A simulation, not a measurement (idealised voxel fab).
The process module that follows is named voxel wiring stack.
Xsec cut, 185 nm wide, square cell size 5 nm.
Think of the cross-section as a grid of square cells. We describe it in bands, top to bottom, and each band covers one or more rows of those cells.
The band entry comprises the height of the band's top followed by the height of its bottom, expressed in nm, and subsequently the band's materials from left to right, each stated together with its width in nm. Where a single material is marked with the word "everywhere", that material fills the band from edge to edge. The word "air" represents empty space.
Heights are measured from 0, the level below which the as-received wafer is all one material; the lowest band has no bottom and continues downward, written as in "top 0, no bottom".
It should be noted that a width expressed as "30 to 40" varies in equal increments from row to row of cells within the band, taking the value of the first number at the top row and that of the second number at the bottom row.
Step marked "no change"? Then no cell in the cross-section changed in it.
"Closed voids list": sealed empty spaces, 8 cells or more, no open way to top, listed width x height at distance, with distance from the left edge and width, height and distance in nm.
That trailing text on a step's line, after the settings, is the simulator's own remark on the step.
The "overlay nm" setting may appear on a step's line; for a step that uses a mask, it gives how far to the right of its planned position the mask lay, and a negative value indicates the left.
Each pair of cross-sections that follows straddles one process step: the one shows the state before the step, the other the state after it, down to the lowest band that changed and no further. The step in question, and its settings, are given under the pair. Note that a pair is not necessarily a continuation of the pair above it, since pairs can come from different runs of this module on the same starting wafer; it is a continuation only where its entry headed "Pre-process state" says so.

# Pre-process state
	top 140, bottom 120 = resist 60 nm, then air 20 nm, then resist 25 nm, then air 20 nm, then resist 60 nm
	top 120, bottom 95 = SiO2 everywhere
	top 95, bottom 90 = SiCN everywhere
	top 90, bottom 85 = SiCN 60 nm, then TiN 15 nm, then SiCN 110 nm
	top 85, bottom 75 = lowk everywhere
	top 75, bottom 60 = SiO2 60 nm, then TiN 5 nm, then Cu 10 nm, then TiN 5 nm, then SiO2 25 nm, then TiN 5 nm, then Cu 10 nm, then TiN 5 nm, then SiO2 60 nm
	top 60, bottom 55 = SiO2 60 nm, then TiN 5 nm, then Cu 5 nm, then TiN 10 nm, then SiO2 25 nm, then TiN 5 nm, then Cu 5 nm, then TiN 10 nm, then SiO2 60 nm
	top 55, bottom 40 = SiO2 60 nm, then TiN 5 nm, then Cu 5 nm, then TiN 5 nm, then SiO2 30 nm, then TiN 5 nm, then Cu 5 nm, then TiN 5 nm, then SiO2 65 nm
	top 40, bottom 35 = SiCN 60 nm, then TiN 15 nm, then SiCN 30 nm, then TiN 15 nm, then SiCN 65 nm
	top 35, bottom 20 = lowk 55 nm, then SiN 5 nm, then W 20 nm, then SiN 5 nm, then lowk 15 nm, then SiN 5 nm, then W 20 nm, then SiN 5 nm, then lowk 55 nm
	top 20, bottom 15 = SiN 60 nm, then TiN 20 nm, then SiN 25 nm, then TiN 20 nm, then SiN 60 nm
	top 15, bottom 0 = SiO2 everywhere
	top 0, no bottom = Si everywhere
	Closed voids list: none

# Resulting Cross-Section
	top 140, bottom 120 = resist 60 nm, then air 20 nm, then resist 25 nm, then air 20 nm, then resist 60 nm
	top 120, bottom 95 = SiO2 60 nm, then air 20 nm, then SiO2 25 nm, then air 20 nm, then SiO2 60 nm
	For the remainder of the cross-section, below 95, there is no change.
	Closed voids list: none
Operation between the pre and post cross-sections above: DIRECTIONAL_ETCH with etch materials SiO2, depth nm 25

Pre-process state: The initial state for this step is given by the after cross-section of the immediately preceding pair.

# Resulting Cross-Section
	top 140, bottom 120 = resist 60 nm, then air 20 nm, then resist 25 nm, then air 20 nm, then resist 60 nm
	top 120, bottom 95 = SiO2 60 nm, then air 20 nm, then SiO2 25 nm, then air 20 nm, then SiO2 60 nm
	top 95, bottom 90 = SiCN 60 nm, then air 20 nm, then SiCN 25 nm, then air 20 nm, then SiCN 60 nm
	For the remainder of the cross-section, below 90, there is no change.
	Closed voids list: none
Operation between the pre and post cross-sections above: DIRECTIONAL_ETCH with etch materials SiCN, depth nm 5

Pre-process state: The initial state for this step is given by the after cross-section of the immediately preceding pair.

# Resulting Cross-Section
	top 120, bottom 95 = SiO2 60 nm, then air 20 nm, then SiO2 25 nm, then air 20 nm, then SiO2 60 nm
	For the remainder of the cross-section, below 95, there is no change.
	Closed voids list: none
Operation between the pre and post cross-sections above: STRIP with etch materials resist

Pre-process state: The initial state for this step is given by the after cross-section of the immediately preceding pair.

# Resulting Cross-Section
	top 125, bottom 120 = TiN 65 nm, then air 10 nm, then TiN 35 nm, then air 10 nm, then TiN 65 nm
	top 120, bottom 95 = SiO2 60 nm, then TiN 5 nm, then air 10 nm, then TiN 5 nm, then SiO2 25 nm, then TiN 5 nm, then air 10 nm, then TiN 5 nm, then SiO2 60 nm
	top 95, bottom 90 = SiCN 60 nm, then TiN 20 nm, then SiCN 25 nm, then TiN 20 nm, then SiCN 60 nm
	For the remainder of the cross-section, below 90, there is no change.
	Closed voids list: none
Operation between the pre and post cross-sections above: CONFORMAL_DEP with material TiN, thk nm 5

Pre-process state: The initial state for this step is given by the after cross-section of the immediately preceding pair.

# Resulting Cross-Section
	top 135, bottom 125 = Cu everywhere
	top 125, bottom 120 = TiN 65 nm, then Cu 10 nm, then TiN 35 nm, then Cu 10 nm, then TiN 65 nm
	top 120, bottom 95 = SiO2 60 nm, then TiN 5 nm, then Cu 10 nm, then TiN 5 nm, then SiO2 25 nm, then TiN 5 nm, then Cu 10 nm, then TiN 5 nm, then SiO2 60 nm
	For the remainder of the cross-section, below 95, there is no change.
	Closed voids list: none
Operation between the pre and post cross-sections above: FILL_DEP with material Cu, thk nm 10

Pre-process state: The initial state for this step is given by the after cross-section of the immediately preceding pair.

# Resulting Cross-Section
	top 120, bottom 95 = SiO2 60 nm, then TiN 5 nm, then Cu 10 nm, then TiN 5 nm, then SiO2 25 nm, then TiN 5 nm, then Cu 10 nm, then TiN 5 nm, then SiO2 60 nm
	For the remainder of the cross-section, below 95, there is no change.
	Closed voids list: none
Operation between the pre and post cross-sections above: CMP with height nm 120

Pre-process state: The initial state for this step is given by the after cross-section of the immediately preceding pair.

# Resulting Cross-Section
	top 125, bottom 120 = SiCN everywhere
	For the remainder of the cross-section, below 120, there is no change.
	Closed voids list: none
Operation between the pre and post cross-sections above: CONFORMAL_DEP with material SiCN, thk nm 5

Pre-process state: The initial state for this step is given by the after cross-section of the immediately preceding pair.

# Resulting Cross-Section
	top 135, bottom 125 = lowk everywhere
	For the remainder of the cross-section, below 125, there is no change.
	Closed voids list: none
Operation between the pre and post cross-sections above: DIRECTIONAL_DEP with material lowk, thk nm 10

Pre-process state: The initial state for this step is given by the after cross-section of the immediately preceding pair.

# Resulting Cross-Section
	top 150, bottom 135 = resist 60 nm, then air 15 nm, then resist 30 nm, then air 15 nm, then resist 65 nm
	For the remainder of the cross-section, below 135, there is no change.
	Closed voids list: none
Operation between the pre and post cross-sections above: PATTERN with tone open, mask id PLUG_3, material resist, width nm 15, pitch nm 45, thk nm 15, overlay nm 0

Pre-process state: The initial state for this step is given by the after cross-section of the immediately preceding pair.

# Resulting Cross-Section
	top 150, bottom 135 = resist 60 nm, then air 15 nm, then resist 30 nm, then air 15 nm, then resist 65 nm
	top 135, bottom 125 = lowk 60 nm, then air 15 nm, then lowk 30 nm, then air 15 nm, then lowk 65 nm
	For the remainder of the cross-section, below 125, there is no change.
	Closed voids list: none
Operation between the pre and post cross-sections above: DIRECTIONAL_ETCH with etch materials lowk, depth nm 10

Pre-process state: The initial state for this step is given by the after cross-section of the immediately preceding pair.

# Resulting Cross-Section
	top 150, bottom 135 = resist 60 nm, then air 15 nm, then resist 30 nm, then air 15 nm, then resist 65 nm
	top 135, bottom 125 = lowk 60 nm, then air 15 nm, then lowk 30 nm, then air 15 nm, then lowk 65 nm
	top 125, bottom 120 = SiCN 60 nm, then air 15 nm, then SiCN 30 nm, then air 15 nm, then SiCN 65 nm
	For the remainder of the cross-section, below 120, there is no change.
	Closed voids list: none
Operation between the pre and post cross-sections above: DIRECTIONAL_ETCH with etch materials SiCN, depth nm 5

Pre-process state: The initial state for this step is given by the after cross-section of the immediately preceding pair.

# Resulting Cross-Section
	top 135, bottom 125 = lowk 60 nm, then air 15 nm, then lowk 30 nm, then air 15 nm, then lowk 65 nm
	For the remainder of the cross-section, below 125, there is no change.
	Closed voids list: none
Operation between the pre and post cross-sections above: STRIP with etch materials resist

Pre-process state: The initial state for this step is given by the after cross-section of the immediately preceding pair.

# Resulting Cross-Section
	top 135, bottom 130 = lowk 60 nm, then air 15 nm, then lowk 30 nm, then air 15 nm, then lowk 65 nm
	top 130, bottom 125 = lowk 60 nm, then Ru 15 nm, then lowk 30 nm, then Ru 15 nm, then lowk 65 nm
	top 125, bottom 120 = SiCN 60 nm, then Ru 15 nm, then SiCN 30 nm, then Ru 15 nm, then SiCN 65 nm
	For the remainder of the cross-section, below 120, there is no change.
	Closed voids list: none
Operation between the pre and post cross-sections above: EPI with material Ru, thk nm 10

Pre-process state: The initial state for this step is given by the after cross-section of the immediately preceding pair.

# Resulting Cross-Section
	top 135, bottom 125 = lowk 60 nm, then Ru 15 nm, then lowk 30 nm, then Ru 15 nm, then lowk 65 nm
	For the remainder of the cross-section, below 125, there is no change.
	Closed voids list: none
Operation between the pre and post cross-sections above: EPI with material Ru, thk nm 5

Pre-process state: The initial state for this step is given by the after cross-section of the immediately preceding pair.

# Resulting Cross-Section
	top 140, bottom 135 = TiN everywhere
	For the remainder of the cross-section, below 135, there is no change.
	Closed voids list: none
Operation between the pre and post cross-sections above: DIRECTIONAL_DEP with material TiN, thk nm 5

Pre-process state: The initial state for this step is given by the after cross-section of the immediately preceding pair.

# Resulting Cross-Section
	top 165, bottom 140 = W everywhere
	For the remainder of the cross-section, below 140, there is no change.
	Closed voids list: none
Operation between the pre and post cross-sections above: DIRECTIONAL_DEP with material W, thk nm 25

Pre-process state: The initial state for this step is given by the after cross-section of the immediately preceding pair.

# Resulting Cross-Section
	top 165, bottom 140 = air 60 nm, then W 20 nm, then air 25 nm, then W 20 nm, then air 60 nm
	For the remainder of the cross-section, below 140, there is no change.
	Closed voids list: none
Operation between the pre and post cross-sections above: MASKED_ETCH with tone cover, mask id METAL_4, width nm 20, pitch nm 45, etch materials W, depth nm 25, overlay nm 0

Pre-process state: The initial state for this step is given by the after cross-section of the immediately preceding pair.

# Resulting Cross-Section
	top 165, bottom 140 = air 60 nm, then W 20 nm, then air 25 nm, then W 20 nm, then air 60 nm
	top 140, bottom 135 = air 60 nm, then TiN 20 nm, then air 25 nm, then TiN 20 nm, then air 60 nm
	For the remainder of the cross-section, below 135, there is no change.
	Closed voids list: none
Operation between the pre and post cross-sections above: MASKED_ETCH with tone cover, mask id METAL_4, width nm 20, pitch nm 45, etch materials TiN, depth nm 5, overlay nm 0

Pre-process state: The initial state for this step is given by the after cross-section of the immediately preceding pair.

# Resulting Cross-Section
	top 170, bottom 165 = air 55 nm, then SiN 30 nm, then air 15 nm, then SiN 30 nm, then air 55 nm
	top 165, bottom 140 = air 55 nm, then SiN 5 nm, then W 20 nm, then SiN 5 nm, then air 15 nm, then SiN 5 nm, then W 20 nm, then SiN 5 nm, then air 55 nm
	top 140, bottom 135 = SiN 60 nm, then TiN 20 nm, then SiN 25 nm, then TiN 20 nm, then SiN 60 nm
	For the remainder of the cross-section, below 135, there is no change.
	Closed voids list: none
Operation between the pre and post cross-sections above: CONFORMAL_DEP with material SiN, thk nm 5

Pre-process state: The initial state for this step is given by the after cross-section of the immediately preceding pair.

# Resulting Cross-Section
	top 180, bottom 170 = SiO2 everywhere
	top 170, bottom 165 = SiO2 55 nm, then SiN 30 nm, then SiO2 15 nm, then SiN 30 nm, then SiO2 55 nm
	top 165, bottom 140 = SiO2 55 nm, then SiN 5 nm, then W 20 nm, then SiN 5 nm, then SiO2 15 nm, then SiN 5 nm, then W 20 nm, then SiN 5 nm, then SiO2 55 nm
	For the remainder of the cross-section, below 140, there is no change.
	Closed voids list: none
Operation between the pre and post cross-sections above: FILL_DEP with material SiO2, thk nm 10

Pre-process state: The initial state for this step is given by the after cross-section of the immediately preceding pair.

# Resulting Cross-Section
	top 165, bottom 140 = SiO2 55 nm, then SiN 5 nm, then W 20 nm, then SiN 5 nm, then SiO2 15 nm, then SiN 5 nm, then W 20 nm, then SiN 5 nm, then SiO2 55 nm
	For the remainder of the cross-section, below 140, there is no change.
	Closed voids list: none
Operation between the pre and post cross-sections above: CMP with height nm 165

Pre-process state: The initial state for this step is given by the after cross-section of the immediately preceding pair.

# Resulting Cross-Section
	top 170, bottom 165 = SiN everywhere
	For the remainder of the cross-section, below 165, there is no change.
	Closed voids list: none
Operation between the pre and post cross-sections above: CONFORMAL_DEP with material SiN, thk nm 5

# Pre-process state
	top 140, bottom 135 = TiN everywhere
	top 135, bottom 125 = lowk 60 nm, then Ru 15 nm, then lowk 30 nm, then Ru 15 nm, then lowk 65 nm
	top 125, bottom 120 = SiCN 60 nm, then Ru 15 nm, then SiCN 30 nm, then Ru 15 nm, then SiCN 65 nm
	top 120, bottom 95 = SiO2 60 nm, then TiN 5 nm, then Cu 10 nm, then TiN 5 nm, then SiO2 25 nm, then TiN 5 nm, then Cu 10 nm, then TiN 5 nm, then SiO2 60 nm
	top 95, bottom 90 = SiCN 60 nm, then TiN 20 nm, then SiCN 25 nm, then TiN 20 nm, then SiCN 60 nm
	top 90, bottom 80 = lowk 60 nm, then TiN 5 nm, then W 5 nm, then TiN 5 nm, then lowk 110 nm
	top 80, bottom 75 = SiCN 60 nm, then TiN 15 nm, then SiCN 110 nm
	top 75, bottom 60 = SiO2 60 nm, then TiN 5 nm, then Cu 10 nm, then TiN 5 nm, then SiO2 25 nm, then TiN 5 nm, then Cu 10 nm, then TiN 5 nm, then SiO2 60 nm
	top 60, bottom 55 = SiO2 60 nm, then TiN 5 nm, then Cu 5 nm, then TiN 10 nm, then SiO2 25 nm, then TiN 5 nm, then Cu 5 nm, then TiN 10 nm, then SiO2 60 nm
	top 55, bottom 40 = SiO2 60 nm, then TiN 5 nm, then Cu 5 nm, then TiN 5 nm, then SiO2 30 nm, then TiN 5 nm, then Cu 5 nm, then TiN 5 nm, then SiO2 65 nm
	top 40, bottom 35 = SiCN 60 nm, then TiN 15 nm, then SiCN 30 nm, then TiN 15 nm, then SiCN 65 nm
	top 35, bottom 20 = lowk 55 nm, then SiN 5 nm, then W 20 nm, then SiN 5 nm, then lowk 15 nm, then SiN 5 nm, then W 20 nm, then SiN 5 nm, then lowk 55 nm
	top 20, bottom 15 = SiN 60 nm, then TiN 20 nm, then SiN 25 nm, then TiN 20 nm, then SiN 60 nm
	top 15, bottom 0 = SiO2 everywhere
	top 0, no bottom = Si everywhere
	Closed voids list: none

# Resulting Cross-Section
	top 160, bottom 140 = W everywhere
	For the remainder of the cross-section, below 140, there is no change.
	Closed voids list: none
Operation between the pre and post cross-sections above: DIRECTIONAL_DEP with material W, thk nm 20

Pre-process state: The initial state for this step is given by the after cross-section of the immediately preceding pair.

# Resulting Cross-Section
	top 160, bottom 140 = air 60 nm, then W 20 nm, then air 25 nm, then W 20 nm, then air 60 nm
	For the remainder of the cross-section, below 140, there is no change.
	Closed voids list: none
Operation between the pre and post cross-sections above: MASKED_ETCH with tone cover, mask id METAL_4, width nm 20, pitch nm 45, etch materials W, depth nm 25, overlay nm 0

Pre-process state: The initial state for this step is given by the after cross-section of the immediately preceding pair.

# Resulting Cross-Section
	top 160, bottom 140 = air 60 nm, then W 20 nm, then air 25 nm, then W 20 nm, then air 60 nm
	top 140, bottom 135 = air 60 nm, then TiN 20 nm, then air 25 nm, then TiN 20 nm, then air 60 nm
	For the remainder of the cross-section, below 135, there is no change.
	Closed voids list: none
Operation between the pre and post cross-sections above: MASKED_ETCH with tone cover, mask id METAL_4, width nm 20, pitch nm 45, etch materials TiN, depth nm 5, overlay nm 0

Pre-process state: The initial state for this step is given by the after cross-section of the immediately preceding pair.

# Resulting Cross-Section
	top 165, bottom 160 = air 55 nm, then SiN 30 nm, then air 15 nm, then SiN 30 nm, then air 55 nm
	top 160, bottom 140 = air 55 nm, then SiN 5 nm, then W 20 nm, then SiN 5 nm, then air 15 nm, then SiN 5 nm, then W 20 nm, then SiN 5 nm, then air 55 nm
	top 140, bottom 135 = SiN 60 nm, then TiN 20 nm, then SiN 25 nm, then TiN 20 nm, then SiN 60 nm
	For the remainder of the cross-section, below 135, there is no change.
	Closed voids list: none
Operation between the pre and post cross-sections above: CONFORMAL_DEP with material SiN, thk nm 5

Pre-process state: The initial state for this step is given by the after cross-section of the immediately preceding pair.

# Resulting Cross-Section
	top 175, bottom 165 = SiO2 everywhere
	top 165, bottom 160 = SiO2 55 nm, then SiN 30 nm, then SiO2 15 nm, then SiN 30 nm, then SiO2 55 nm
	top 160, bottom 140 = SiO2 55 nm, then SiN 5 nm, then W 20 nm, then SiN 5 nm, then SiO2 15 nm, then SiN 5 nm, then W 20 nm, then SiN 5 nm, then SiO2 55 nm
	For the remainder of the cross-section, below 140, there is no change.
	Closed voids list: none
Operation between the pre and post cross-sections above: FILL_DEP with material SiO2, thk nm 10

Pre-process state: The initial state for this step is given by the after cross-section of the immediately preceding pair.

# Resulting Cross-Section
	top 165, bottom 160 = SiO2 55 nm, then SiN 30 nm, then SiO2 15 nm, then SiN 30 nm, then SiO2 55 nm
	For the remainder of the cross-section, below 160, there is no change.
	Closed voids list: none
Operation between the pre and post cross-sections above: CMP with height nm 165

Pre-process state: The initial state for this step is given by the after cross-section of the immediately preceding pair.

# Resulting Cross-Section
	top 170, bottom 165 = SiN everywhere
	For the remainder of the cross-section, below 165, there is no change.
	Closed voids list: none
Operation between the pre and post cross-sections above: CONFORMAL_DEP with material SiN, thk nm 5

# Pre-process state
	top 90, bottom 80 = lowk everywhere
	top 80, bottom 75 = SiCN everywhere
	top 75, bottom 60 = SiO2 60 nm, then TiN 5 nm, then Cu 10 nm, then TiN 5 nm, then SiO2 25 nm, then TiN 5 nm, then Cu 10 nm, then TiN 5 nm, then SiO2 60 nm
	top 60, bottom 55 = SiO2 60 nm, then TiN 5 nm, then Cu 5 nm, then TiN 10 nm, then SiO2 25 nm, then TiN 5 nm, then Cu 5 nm, then TiN 10 nm, then SiO2 60 nm
	top 55, bottom 40 = SiO2 60 nm, then TiN 5 nm, then Cu 5 nm, then TiN 5 nm, then SiO2 30 nm, then TiN 5 nm, then Cu 5 nm, then TiN 5 nm, then SiO2 65 nm
	top 40, bottom 35 = SiCN 60 nm, then TiN 15 nm, then SiCN 30 nm, then TiN 15 nm, then SiCN 65 nm
	top 35, bottom 20 = lowk 55 nm, then SiN 5 nm, then W 20 nm, then SiN 5 nm, then lowk 15 nm, then SiN 5 nm, then W 20 nm, then SiN 5 nm, then lowk 55 nm
	top 20, bottom 15 = SiN 60 nm, then TiN 20 nm, then SiN 25 nm, then TiN 20 nm, then SiN 60 nm
	top 15, bottom 0 = SiO2 everywhere
	top 0, no bottom = Si everywhere
	Closed voids list: none

# Resulting Cross-Section
	top 110, bottom 90 = resist 55 nm, then air 25 nm, then resist 105 nm
	For the remainder of the cross-section, below 90, there is no change.
	Closed voids list: none
Operation between the pre and post cross-sections above: PATTERN with tone open, mask id PLUG_2, material resist, width nm 25, thk nm 20, overlay nm 0

Pre-process state: The initial state for this step is given by the after cross-section of the immediately preceding pair.

# Resulting Cross-Section
	top 110, bottom 90 = resist 55 nm, then air 25 nm, then resist 105 nm
	top 90, bottom 80 = lowk 55 nm, then air 25 nm, then lowk 105 nm
	For the remainder of the cross-section, below 80, there is no change.
	Closed voids list: none
Operation between the pre and post cross-sections above: DIRECTIONAL_ETCH with etch materials lowk, depth nm 10

Pre-process state: The initial state for this step is given by the after cross-section of the immediately preceding pair.

# Resulting Cross-Section
	top 110, bottom 90 = resist 55 nm, then air 25 nm, then resist 105 nm
	top 90, bottom 80 = lowk 55 nm, then air 25 nm, then lowk 105 nm
	top 80, bottom 75 = SiCN 55 nm, then air 25 nm, then SiCN 105 nm
	For the remainder of the cross-section, below 75, there is no change.
	Closed voids list: none
Operation between the pre and post cross-sections above: DIRECTIONAL_ETCH with etch materials SiCN, depth nm 5

Pre-process state: The initial state for this step is given by the after cross-section of the immediately preceding pair.

# Resulting Cross-Section
	top 90, bottom 80 = lowk 55 nm, then air 25 nm, then lowk 105 nm
	For the remainder of the cross-section, below 80, there is no change.
	Closed voids list: none
Operation between the pre and post cross-sections above: STRIP with etch materials resist

Pre-process state: The initial state for this step is given by the after cross-section of the immediately preceding pair.

# Resulting Cross-Section
	top 95, bottom 90 = TiN 60 nm, then air 15 nm, then TiN 110 nm
	top 90, bottom 80 = lowk 55 nm, then TiN 5 nm, then air 15 nm, then TiN 5 nm, then lowk 105 nm
	top 80, bottom 75 = SiCN 55 nm, then TiN 25 nm, then SiCN 105 nm
	For the remainder of the cross-section, below 75, there is no change.
	Closed voids list: none
Operation between the pre and post cross-sections above: CONFORMAL_DEP with material TiN, thk nm 5

Pre-process state: The initial state for this step is given by the after cross-section of the immediately preceding pair.

# Resulting Cross-Section
	top 100, bottom 95 = W everywhere
	top 95, bottom 90 = TiN 60 nm, then W 15 nm, then TiN 110 nm
	top 90, bottom 80 = lowk 55 nm, then TiN 5 nm, then W 15 nm, then TiN 5 nm, then lowk 105 nm
	For the remainder of the cross-section, below 80, there is no change.
	Closed voids list: none
Operation between the pre and post cross-sections above: FILL_DEP with material W, thk nm 5

Pre-process state: The initial state for this step is given by the after cross-section of the immediately preceding pair.

# Resulting Cross-Section
	top 90, bottom 80 = lowk 55 nm, then TiN 5 nm, then W 15 nm, then TiN 5 nm, then lowk 105 nm
	For the remainder of the cross-section, below 80, there is no change.
	Closed voids list: none
Operation between the pre and post cross-sections above: CMP with height nm 90

Pre-process state: The initial state for this step is given by the after cross-section of the immediately preceding pair.

# Resulting Cross-Section
	top 95, bottom 90 = SiCN everywhere
	For the remainder of the cross-section, below 90, there is no change.
	Closed voids list: none
Operation between the pre and post cross-sections above: CONFORMAL_DEP with material SiCN, thk nm 5

Pre-process state: The initial state for this step is given by the after cross-section of the immediately preceding pair.

# Resulting Cross-Section
	top 120, bottom 95 = SiO2 everywhere
	For the remainder of the cross-section, below 95, there is no change.
	Closed voids list: none
Operation between the pre and post cross-sections above: DIRECTIONAL_DEP with material SiO2, thk nm 25

Pre-process state: The initial state for this step is given by the after cross-section of the immediately preceding pair.

# Resulting Cross-Section
	top 140, bottom 120 = resist 60 nm, then air 20 nm, then resist 25 nm, then air 20 nm, then resist 60 nm
	For the remainder of the cross-section, below 120, there is no change.
	Closed voids list: none
Operation between the pre and post cross-sections above: PATTERN with tone open, mask id METAL_3, material resist, width nm 20, pitch nm 45, thk nm 20, overlay nm 0

Pre-process state: The initial state for this step is given by the after cross-section of the immediately preceding pair.

# Resulting Cross-Section
	top 140, bottom 120 = resist 60 nm, then air 20 nm, then resist 25 nm, then air 20 nm, then resist 60 nm
	top 120, bottom 95 = SiO2 60 nm, then air 20 nm, then SiO2 25 nm, then air 20 nm, then SiO2 60 nm
	For the remainder of the cross-section, below 95, there is no change.
	Closed voids list: none
Operation between the pre and post cross-sections above: DIRECTIONAL_ETCH with etch materials SiO2, depth nm 25

Pre-process state: The initial state for this step is given by the after cross-section of the immediately preceding pair.

# Resulting Cross-Section
	top 140, bottom 120 = resist 60 nm, then air 20 nm, then resist 25 nm, then air 20 nm, then resist 60 nm
	top 120, bottom 95 = SiO2 60 nm, then air 20 nm, then SiO2 25 nm, then air 20 nm, then SiO2 60 nm
	top 95, bottom 90 = SiCN 60 nm, then air 20 nm, then SiCN 25 nm, then air 20 nm, then SiCN 60 nm
	For the remainder of the cross-section, below 90, there is no change.
	Closed voids list: none
Operation between the pre and post cross-sections above: DIRECTIONAL_ETCH with etch materials SiCN, depth nm 5

Pre-process state: The initial state for this step is given by the after cross-section of the immediately preceding pair.

# Resulting Cross-Section
	top 120, bottom 95 = SiO2 60 nm, then air 20 nm, then SiO2 25 nm, then air 20 nm, then SiO2 60 nm
	For the remainder of the cross-section, below 95, there is no change.
	Closed voids list: none
Operation between the pre and post cross-sections above: STRIP with etch materials resist

Pre-process state: The initial state for this step is given by the after cross-section of the immediately preceding pair.

# Resulting Cross-Section
	top 125, bottom 120 = TiN 65 nm, then air 10 nm, then TiN 35 nm, then air 10 nm, then TiN 65 nm
	top 120, bottom 95 = SiO2 60 nm, then TiN 5 nm, then air 10 nm, then TiN 5 nm, then SiO2 25 nm, then TiN 5 nm, then air 10 nm, then TiN 5 nm, then SiO2 60 nm
	top 95, bottom 90 = SiCN 60 nm, then TiN 20 nm, then SiCN 25 nm, then TiN 20 nm, then SiCN 60 nm
	For the remainder of the cross-section, below 90, there is no change.
	Closed voids list: none
Operation between the pre and post cross-sections above: CONFORMAL_DEP with material TiN, thk nm 5

Pre-process state: The initial state for this step is given by the after cross-section of the immediately preceding pair.

# Resulting Cross-Section
	top 135, bottom 125 = Cu everywhere
	top 125, bottom 120 = TiN 65 nm, then Cu 10 nm, then TiN 35 nm, then Cu 10 nm, then TiN 65 nm
	top 120, bottom 95 = SiO2 60 nm, then TiN 5 nm, then Cu 10 nm, then TiN 5 nm, then SiO2 25 nm, then TiN 5 nm, then Cu 10 nm, then TiN 5 nm, then SiO2 60 nm
	For the remainder of the cross-section, below 95, there is no change.
	Closed voids list: none
Operation between the pre and post cross-sections above: FILL_DEP with material Cu, thk nm 10

Pre-process state: The initial state for this step is given by the after cross-section of the immediately preceding pair.

# Resulting Cross-Section
	top 120, bottom 95 = SiO2 60 nm, then TiN 5 nm, then Cu 10 nm, then TiN 5 nm, then SiO2 25 nm, then TiN 5 nm, then Cu 10 nm, then TiN 5 nm, then SiO2 60 nm
	For the remainder of the cross-section, below 95, there is no change.
	Closed voids list: none
Operation between the pre and post cross-sections above: CMP with height nm 120

Pre-process state: The initial state for this step is given by the after cross-section of the immediately preceding pair.

# Resulting Cross-Section
	top 125, bottom 120 = SiCN everywhere
	For the remainder of the cross-section, below 120, there is no change.
	Closed voids list: none
Operation between the pre and post cross-sections above: CONFORMAL_DEP with material SiCN, thk nm 5

Pre-process state: The initial state for this step is given by the after cross-section of the immediately preceding pair.

# Resulting Cross-Section
	top 135, bottom 125 = lowk everywhere
	For the remainder of the cross-section, below 125, there is no change.
	Closed voids list: none
Operation between the pre and post cross-sections above: DIRECTIONAL_DEP with material lowk, thk nm 10

Pre-process state: The initial state for this step is given by the after cross-section of the immediately preceding pair.

# Resulting Cross-Section
	top 150, bottom 135 = resist 60 nm, then air 15 nm, then resist 30 nm, then air 15 nm, then resist 65 nm
	For the remainder of the cross-section, below 135, there is no change.
	Closed voids list: none
Operation between the pre and post cross-sections above: PATTERN with tone open, mask id PLUG_3, material resist, width nm 15, pitch nm 45, thk nm 15, overlay nm 0

Pre-process state: The initial state for this step is given by the after cross-section of the immediately preceding pair.

# Resulting Cross-Section
	top 150, bottom 135 = resist 60 nm, then air 15 nm, then resist 30 nm, then air 15 nm, then resist 65 nm
	top 135, bottom 125 = lowk 60 nm, then air 15 nm, then lowk 30 nm, then air 15 nm, then lowk 65 nm
	For the remainder of the cross-section, below 125, there is no change.
	Closed voids list: none
Operation between the pre and post cross-sections above: DIRECTIONAL_ETCH with etch materials lowk, depth nm 10

Pre-process state: The initial state for this step is given by the after cross-section of the immediately preceding pair.

# Resulting Cross-Section
	top 150, bottom 135 = resist 60 nm, then air 15 nm, then resist 30 nm, then air 15 nm, then resist 65 nm
	top 135, bottom 125 = lowk 60 nm, then air 15 nm, then lowk 30 nm, then air 15 nm, then lowk 65 nm
	top 125, bottom 120 = SiCN 60 nm, then air 15 nm, then SiCN 30 nm, then air 15 nm, then SiCN 65 nm
	For the remainder of the cross-section, below 120, there is no change.
	Closed voids list: none
Operation between the pre and post cross-sections above: DIRECTIONAL_ETCH with etch materials SiCN, depth nm 5

Pre-process state: The initial state for this step is given by the after cross-section of the immediately preceding pair.

# Resulting Cross-Section
	top 135, bottom 125 = lowk 60 nm, then air 15 nm, then lowk 30 nm, then air 15 nm, then lowk 65 nm
	For the remainder of the cross-section, below 125, there is no change.
	Closed voids list: none
Operation between the pre and post cross-sections above: STRIP with etch materials resist

Pre-process state: The initial state for this step is given by the after cross-section of the immediately preceding pair.

# Resulting Cross-Section
	top 135, bottom 130 = lowk 60 nm, then air 15 nm, then lowk 30 nm, then air 15 nm, then lowk 65 nm
	top 130, bottom 125 = lowk 60 nm, then Ru 15 nm, then lowk 30 nm, then Ru 15 nm, then lowk 65 nm
	top 125, bottom 120 = SiCN 60 nm, then Ru 15 nm, then SiCN 30 nm, then Ru 15 nm, then SiCN 65 nm
	For the remainder of the cross-section, below 120, there is no change.
	Closed voids list: none
Operation between the pre and post cross-sections above: EPI with material Ru, thk nm 10

Pre-process state: The initial state for this step is given by the after cross-section of the immediately preceding pair.

# Resulting Cross-Section
	top 135, bottom 125 = lowk 60 nm, then Ru 15 nm, then lowk 30 nm, then Ru 15 nm, then lowk 65 nm
	For the remainder of the cross-section, below 125, there is no change.
	Closed voids list: none
Operation between the pre and post cross-sections above: EPI with material Ru, thk nm 5

Pre-process state: The initial state for this step is given by the after cross-section of the immediately preceding pair.

# Resulting Cross-Section
	top 140, bottom 135 = TiN everywhere
	For the remainder of the cross-section, below 135, there is no change.
	Closed voids list: none
Operation between the pre and post cross-sections above: DIRECTIONAL_DEP with material TiN, thk nm 5

Pre-process state: The initial state for this step is given by the after cross-section of the immediately preceding pair.

# Resulting Cross-Section
	top 165, bottom 140 = W everywhere
	For the remainder of the cross-section, below 140, there is no change.
	Closed voids list: none
Operation between the pre and post cross-sections above: DIRECTIONAL_DEP with material W, thk nm 25

Pre-process state: The initial state for this step is given by the after cross-section of the immediately preceding pair.

# Resulting Cross-Section
	top 165, bottom 140 = air 60 nm, then W 20 nm, then air 25 nm, then W 20 nm, then air 60 nm
	For the remainder of the cross-section, below 140, there is no change.
	Closed voids list: none
Operation between the pre and post cross-sections above: MASKED_ETCH with tone cover, mask id METAL_4, width nm 20, pitch nm 45, etch materials W, depth nm 25, overlay nm 0
